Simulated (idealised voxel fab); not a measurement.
The following process module bears the name voxel gate over fins.
Shown is cross-section cut, with a width of 140 nm and square cells of size 5 nm.
Notation: cross-section as square-cell grid; stated in bands, top first, going down; one or more cell rows per band.
Per band: top height and bottom height in nm, followed by the left-to-right materials and their widths in nm; "everywhere" marks a single material spanning edge to edge, "empty" marks empty space.
Note: height 0 marks the level under which the wafer is uniformly one material as received. Lowest band unbounded below, written "0 down".
The expression "30 to 40" gives the width at the extremes of the band, the first number at its top row of cells and the second at its bottom row, with the width changing by equal amounts from each row to the next in between.
Key: "all unchanged" - step with no changed cell in the cross-section.
"Non-vented voids" means: voids of 8 cells or more that are shut off from the top with no open way through. Written width x height at distance, distance from the left edge, in nm.
What comes after the settings on a step's line is commentary from the simulator itself on that step.
overlay nm: where the mask lay relative to plan, measured to the right, on steps with a mask; negatives go left.
### Process steps (planned)
1 RECEIVE, material Si
2 CONFORMAL_DEP, material SiN, thk nm 5
3 PATTERN, tone cover, mask id FINS, material resist, width nm 15, pitch nm 40, thk nm 20, overlay nm 0
4 DIRECTIONAL_ETCH, etch materials SiN, depth nm 5
5 DIRECTIONAL_ETCH, etch materials Si, depth nm 40
6 STRIP, etch materials resist
7 FILL_DEP, material SiO2, thk nm 10
8 CMP, height nm 5
9 SELECTIVE_ETCH, etch materials SiO2, depth nm 20
10 STRIP, etch materials SiN
11 CONFORMAL_DEP, material HfO2, thk nm 5
12 CONFORMAL_DEP, material TiN, thk nm 5
13 CONFORMAL_DEP, material TiAl, thk nm 5
14 CONFORMAL_DEP, material TiN, thk nm 5
15 FILL_DEP, material W, thk nm 10
16 CMP, height nm 25
17 CONFORMAL_DEP, material SiCN, thk nm 5
The thk nm used in step 17 is not the same on every wafer, whereas the starting condition is; the value printed in the plan is the first wafer's.
### First of several wafers, received after step 1, in cross-section
> 0 down: Si everywhere
> Non-vented voids: none
### Quick key for the table: a row per wafer, taken at the end of the module. For each material it tells you how many cells the wafer gained (+) or lost (-) since it came in, and the closed voids come after
thk nm 5 | +40 HfO2 | -176 Si | +28 SiCN | +110 SiO2 | +37 TiAl | +74 TiN | +55 W | Non-vented voids: none
thk nm 10 | +40 HfO2 | -176 Si | +56 SiCN | +110 SiO2 | +37 TiAl | +74 TiN | +55 W | Non-vented voids: none
thk nm 15 | +40 HfO2 | -176 Si | +84 SiCN | +110 SiO2 | +37 TiAl | +74 TiN | +55 W | Non-vented voids: none
thk nm 20 | +40 HfO2 | -176 Si | +112 SiCN | +110 SiO2 | +37 TiAl | +74 TiN | +55 W | Non-vented voids: none
